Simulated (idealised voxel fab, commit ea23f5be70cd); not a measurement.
process module | voxel air gaps
cross-section cut | 215 nm wide | cells 5 nm
A cross-section is a grid of square cells, given in bands from the top down. A band is one or more rows of cells.
Each band's line starts with the height of the band's top and of its bottom, in nm. Then come its materials from left to right, each with its width in nm. One material with "throughout" fills the band from edge to edge. "air" is empty space.
Height 0 is the level under which the wafer as received is all one material. The lowest band goes on downwards, as in "0 down".
A width such as "30 to 40" changes by the same amount from each row of cells to the next, from the band's top row to its bottom row.
"no change" after a step means that no cell of the cross-section changed.
closed voids: empty space of 8 cells or more with no open way to the top, each as width x height at its distance from the left edge, in nm
after a step's settings: what the simulator itself notes on the step
overlay nm, on a step with a mask: how far to the right of its planned place the mask lay; to the left if negative
plan
1 op RECEIVE | material Si
2 op CONFORMAL_DEP | material SiO2 | thk nm 15
3 op CONFORMAL_DEP | material SiCN | thk nm 5
4 op DIRECTIONAL_DEP | material SiO2 | thk nm 30
5 op PATTERN | tone open | mask id LINES | material resist | width nm 15 | pitch nm 45 | thk nm 20 | overlay nm 0
6 op DIRECTIONAL_ETCH | etch materials SiO2 | depth nm 30
7 op STRIP | etch materials resist
8 op CONFORMAL_DEP | material TiN | thk nm 5
9 op FILL_DEP | material W | thk nm 5
10 op CMP | height nm 50
11 op EPI | material Ru | thk nm 10
12 op SELECTIVE_ETCH | etch materials SiO2 | depth nm 40
13 op CONFORMAL_DEP | material SiCN | thk nm 5
as received, after step 1
  0 down: Si throughout
  closed voids: none
a wafer at the end: this start, this plan, one mistake
  65 to 60: air 10 | SiCN 190 | air 15
  60 to 50: air 10 | SiCN 5 | Ru 180 | SiCN 5 | air 15
  50 to 45: air 10 | SiCN 15 | TiN 5 | W 15 | TiN 5 | SiO2 20 | TiN 5 | W 15 | TiN 5 | SiO2 20 | TiN 5 | W 15 | TiN 5 | SiO2 20 | TiN 5 | W 15 | TiN 5 | SiCN 15 | air 15
  45 to 25: air 20 | SiCN 5 | TiN 5 | W 15 | TiN 5 | SiO2 20 | TiN 5 | W 15 | TiN 5 | SiO2 20 | TiN 5 | W 15 | TiN 5 | SiO2 20 | TiN 5 | W 15 | TiN 5 | SiCN 5 | air 25
  25 to 20: SiCN 25 | TiN 25 | SiO2 20 | TiN 25 | SiO2 20 | TiN 25 | SiO2 20 | TiN 25 | SiCN 30
  20 to 15: SiCN throughout
  15 to 0: SiO2 throughout
  0 down: Si throughout
  closed voids: none
what went wrong: step 5 ran as: op PATTERN | tone open | mask id LINES | material resist | width nm 25 | pitch nm 45 | thk nm 20 | overlay nm 0
